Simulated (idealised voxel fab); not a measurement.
process module | voxel transistor to metal
cross-section cut | 265 nm wide | cells 5 nm
A cross-section is a grid of square cells, given in bands from the top down. A band is one or more rows of cells.
Each band's line starts with the height of the band's top and of its bottom, in nm. Then come its materials from left to right, each with its width in nm. One material with "throughout" fills the band from edge to edge. "air" is empty space.
Height 0 is the level under which the wafer as received is all one material. The lowest band goes on downwards, as in "0 down".
A width such as "30 to 40" changes by the same amount from each row of cells to the next, from the band's top row to its bottom row.
"no change" after a step means that no cell of the cross-section changed.
closed voids: empty space of 8 cells or more with no open way to the top, each as width x height at its distance from the left edge, in nm
after a step's settings: what the simulator itself notes on the step
overlay nm, on a step with a mask: how far to the right of its planned place the mask lay; to the left if negative
plan
1 op RECEIVE | material Si
2 op CONFORMAL_DEP | material SiO2 | thk nm 5
3 op CONFORMAL_DEP | material SiN | thk nm 15
4 op PATTERN | tone cover | mask id ACTIVE | material resist | width nm 100 | pitch nm 125 | thk nm 15 | overlay nm 0
5 op DIRECTIONAL_ETCH | etch materials SiN | depth nm 15
6 op DIRECTIONAL_ETCH | etch materials SiO2 | depth nm 5
7 op DIRECTIONAL_ETCH | etch materials Si | depth nm 30
8 op STRIP | etch materials resist
9 op OXIDIZE | depth nm 5
10 op FILL_DEP | material SiO2 | thk nm 15
11 op CMP | height nm 20
12 op SELECTIVE_ETCH | etch materials SiO2 | depth nm 5
13 op STRIP | etch materials SiN
14 op SELECTIVE_ETCH | etch materials SiO2 | depth nm 5
15 op OXIDIZE | depth nm 5
16 op DIRECTIONAL_DEP | material polySi | thk nm 20
17 op DIRECTIONAL_DEP | material SiCN | thk nm 10
18 op DIRECTIONAL_DEP | material aC | thk nm 10
19 op PATTERN | tone cover | mask id GATE | material resist | width nm 20 | pitch nm 125 | thk nm 30 | overlay nm 0
20 op DIRECTIONAL_ETCH | etch materials aC | depth nm 10
21 op STRIP | etch materials resist
22 op DIRECTIONAL_ETCH | etch materials SiCN | depth nm 20
23 op DIRECTIONAL_ETCH | etch materials polySi | depth nm 30
24 op STRIP | etch materials aC
25 op CONFORMAL_DEP | material SiO2 | thk nm 5
26 op DIRECTIONAL_ETCH | etch materials SiO2 | depth nm 5
27 op CONFORMAL_DEP | material SiN | thk nm 10
28 op DIRECTIONAL_ETCH | etch materials SiN | depth nm 10
29 op DIRECTIONAL_ETCH | etch materials SiO2 | depth nm 5
30 op DIRECTIONAL_ETCH | etch materials Si | depth nm 5
31 op EPI | material pSi | thk nm 10
32 op FILL_DEP | material SiO2 | thk nm 10
33 op CMP | height nm 30
34 op DIRECTIONAL_DEP | material SiO2 | thk nm 10
35 op PATTERN | tone open | mask id CONTACT | material resist | width nm 30 | thk nm 20 | overlay nm 0
36 op DIRECTIONAL_ETCH | etch materials SiO2 | depth nm 35
37 op STRIP | etch materials resist
38 op CONFORMAL_DEP | material TiN | thk nm 5
39 op FILL_DEP | material W | thk nm 5
40 op CMP | height nm 40
41 op DIRECTIONAL_DEP | material TiN | thk nm 5
42 op DIRECTIONAL_DEP | material W | thk nm 15
43 op MASKED_ETCH | tone cover | mask id METAL_1 | width nm 15 | etch materials W | depth nm 15 | overlay nm 0
44 op MASKED_ETCH | tone cover | mask id METAL_1 | width nm 15 | etch materials TiN | depth nm 5 | overlay nm 0
45 op CONFORMAL_DEP | material SiCN | thk nm 5
46 op FILL_DEP | material SiO2 | thk nm 10
47 op CMP | height nm 60
48 op CONFORMAL_DEP | material SiCN | thk nm 5
49 op DIRECTIONAL_DEP | material SiO2 | thk nm 35
50 op MASKED_ETCH | tone open | mask id METAL_2 | width nm 15 | pitch nm 125 | etch materials SiO2 | depth nm 20 | overlay nm 0
51 op PATTERN | tone open | mask id METAL_2_HOLES | material resist | width nm 15 | pitch nm 125 | thk nm 20 | overlay nm 0
52 op DIRECTIONAL_ETCH | etch materials SiO2 | depth nm 15
53 op DIRECTIONAL_ETCH | etch materials SiCN | depth nm 5
54 op STRIP | etch materials resist
55 op CONFORMAL_DEP | material TiN | thk nm 5
56 op FILL_DEP | material Cu | thk nm 5
57 op CMP | height nm 100
58 op CONFORMAL_DEP | material SiN | thk nm 5
as received, after step 1
  0 down: Si throughout
  closed voids: none
first wafer at the end, as planned
  105 to 100: SiN throughout
  100 to 65: SiO2 25 | TiN 5 | Cu 5 | TiN 5 | SiO2 110 | TiN 5 | Cu 5 | TiN 5 | SiO2 100
  65 to 60: SiCN 25 | TiN 15 | SiCN 110 | TiN 15 | SiCN 100
  60 to 45: SiO2 20 | SiCN 5 | W 15 | SiCN 5 | SiO2 50 | SiCN 5 | W 15 | SiCN 5 | SiO2 25 | SiCN 5 | W 15 | SiCN 5 | SiO2 50 | SiCN 5 | W 15 | SiCN 5 | SiO2 20
  45 to 40: SiCN 25 | TiN 15 | SiCN 60 | TiN 15 | SiCN 35 | TiN 15 | SiCN 60 | TiN 15 | SiCN 25
  40 to 30: SiO2 25 | TiN 5 | W 20 to 10 | TiN 5 to 15 | SiO2 30 | TiN 5 to 15 | W 20 to 10 | TiN 5 | SiO2 35 | TiN 5 | W 20 to 10 | TiN 5 to 15 | SiO2 30 | TiN 5 to 15 | W 20 to 10 | TiN 5 | SiO2 25
  30 to 20: SiO2 25 | TiN 5 | W 10 | TiN 5 | SiN 10 | SiO2 5 | SiCN 20 | SiO2 5 | SiN 10 | TiN 5 | W 10 | TiN 5 | SiO2 35 | TiN 5 | W 10 | TiN 5 | SiN 10 | SiO2 5 | SiCN 20 | SiO2 5 | SiN 10 | TiN 5 | W 10 | TiN 5 | SiO2 25
  20 to 10: SiO2 25 | TiN 5 to 10 | W 10 to 5 | TiN 5 | SiN 10 | SiO2 5 | polySi 20 | SiO2 5 | SiN 10 | TiN 5 | W 10 to 5 | TiN 5 to 10 | SiO2 35 | TiN 5 to 10 | W 10 to 5 | TiN 5 | SiN 10 | SiO2 5 | polySi 20 | SiO2 5 | SiN 10 | TiN 5 | W 10 to 5 | TiN 5 to 10 | SiO2 25
  10 to 5: SiO2 20 | SiN 10 | TiN 15 | SiN 10 | SiO2 5 | polySi 20 | SiO2 5 | SiN 10 | TiN 15 | SiN 10 | SiO2 25 | SiN 10 | TiN 15 | SiN 10 | SiO2 5 | polySi 20 | SiO2 5 | SiN 10 | TiN 15 | SiN 10 | SiO2 20
  5 to 0: SiO2 20 | SiN 10 | pSi 15 | SiN 10 | SiO2 5 | polySi 20 | SiO2 5 | SiN 10 | pSi 15 | SiN 10 | SiO2 25 | SiN 10 | pSi 15 | SiN 10 | SiO2 5 | polySi 20 | SiO2 5 | SiN 10 | pSi 15 | SiN 10 | SiO2 20
  0 to -5: SiO2 30 | pSi 15 | SiO2 50 | pSi 15 | SiO2 45 | pSi 15 | SiO2 50 | pSi 15 | SiO2 30
  -5 to -10: SiO2 25 | Si 5 | pSi 15 | Si 50 | pSi 15 | Si 5 | SiO2 35 | Si 5 | pSi 15 | Si 50 | pSi 15 | Si 5 | SiO2 25
  -10 to -35: SiO2 25 | Si 90 | SiO2 35 | Si 90 | SiO2 25
  -35 down: Si throughout
  closed voids: none
second wafer at the end: like start, like plan, one mistake
  105 to 100: SiN throughout
  100 to 65: SiO2 25 | TiN 5 | Cu 5 | TiN 5 | SiO2 110 | TiN 5 | Cu 5 | TiN 5 | SiO2 100
  65 to 60: SiCN 25 | TiN 15 | SiCN 110 | TiN 15 | SiCN 100
  60 to 45: SiO2 20 | SiCN 5 | W 15 | SiCN 5 | SiO2 50 | SiCN 5 | W 15 | SiCN 5 | SiO2 25 | SiCN 5 | W 15 | SiCN 5 | SiO2 50 | SiCN 5 | W 15 | SiCN 5 | SiO2 20
  45 to 40: SiCN 25 | TiN 15 | SiCN 60 | TiN 15 | SiCN 35 | TiN 15 | SiCN 60 | TiN 15 | SiCN 25
  40 to 30: SiO2 25 | TiN 5 | W 20 to 10 | TiN 5 to 15 | SiO2 30 | TiN 5 to 15 | W 20 to 10 | TiN 5 | SiO2 35 | TiN 5 | W 20 to 10 | TiN 5 to 15 | SiO2 30 | TiN 5 to 15 | W 20 to 10 | TiN 5 | SiO2 25
  30 to 20: SiO2 25 | TiN 5 | W 10 | TiN 5 | SiN 10 | SiO2 5 | SiCN 20 | SiO2 5 | SiN 10 | TiN 5 | W 10 | TiN 5 | SiO2 35 | TiN 5 | W 10 | TiN 5 | SiN 10 | SiO2 5 | SiCN 20 | SiO2 5 | SiN 10 | TiN 5 | W 10 | TiN 5 | SiO2 25
  20 to 10: SiO2 25 | TiN 5 to 10 | W 10 to 5 | TiN 5 | SiN 10 | SiO2 5 | polySi 20 | SiO2 5 | SiN 10 | TiN 5 | W 10 to 5 | TiN 5 to 10 | SiO2 35 | TiN 5 to 10 | W 10 to 5 | TiN 5 | SiN 10 | SiO2 5 | polySi 20 | SiO2 5 | SiN 10 | TiN 5 | W 10 to 5 | TiN 5 to 10 | SiO2 25
  10 to 5: SiO2 20 | SiN 10 | TiN 15 | SiN 10 | SiO2 5 | polySi 20 | SiO2 5 | SiN 10 | TiN 15 | SiN 10 | SiO2 25 | SiN 10 | TiN 15 | SiN 10 | SiO2 5 | polySi 20 | SiO2 5 | SiN 10 | TiN 15 | SiN 10 | SiO2 20
  5 to 0: SiO2 20 | SiN 10 | pSi 15 | SiN 10 | SiO2 5 | polySi 20 | SiO2 5 | SiN 10 | pSi 15 | SiN 10 | SiO2 25 | SiN 10 | pSi 15 | SiN 10 | SiO2 5 | polySi 20 | SiO2 5 | SiN 10 | pSi 15 | SiN 10 | SiO2 20
  0 to -5: SiO2 30 | pSi 15 | SiO2 50 | pSi 15 | SiO2 45 | pSi 15 | SiO2 50 | pSi 15 | SiO2 30
  -5 to -10: SiO2 25 | Si 5 | pSi 15 | Si 50 | pSi 15 | Si 5 | SiO2 35 | Si 5 | pSi 15 | Si 50 | pSi 15 | Si 5 | SiO2 25
  -10 to -45: SiO2 25 | Si 90 | SiO2 35 | Si 90 | SiO2 25
  -45 down: Si throughout
  closed voids: none
what went wrong: step 7 ran as: op DIRECTIONAL_ETCH | etch materials Si | depth nm 40
at the end the second wafer has, in cells: 34 fewer of Si | 34 more of SiO2
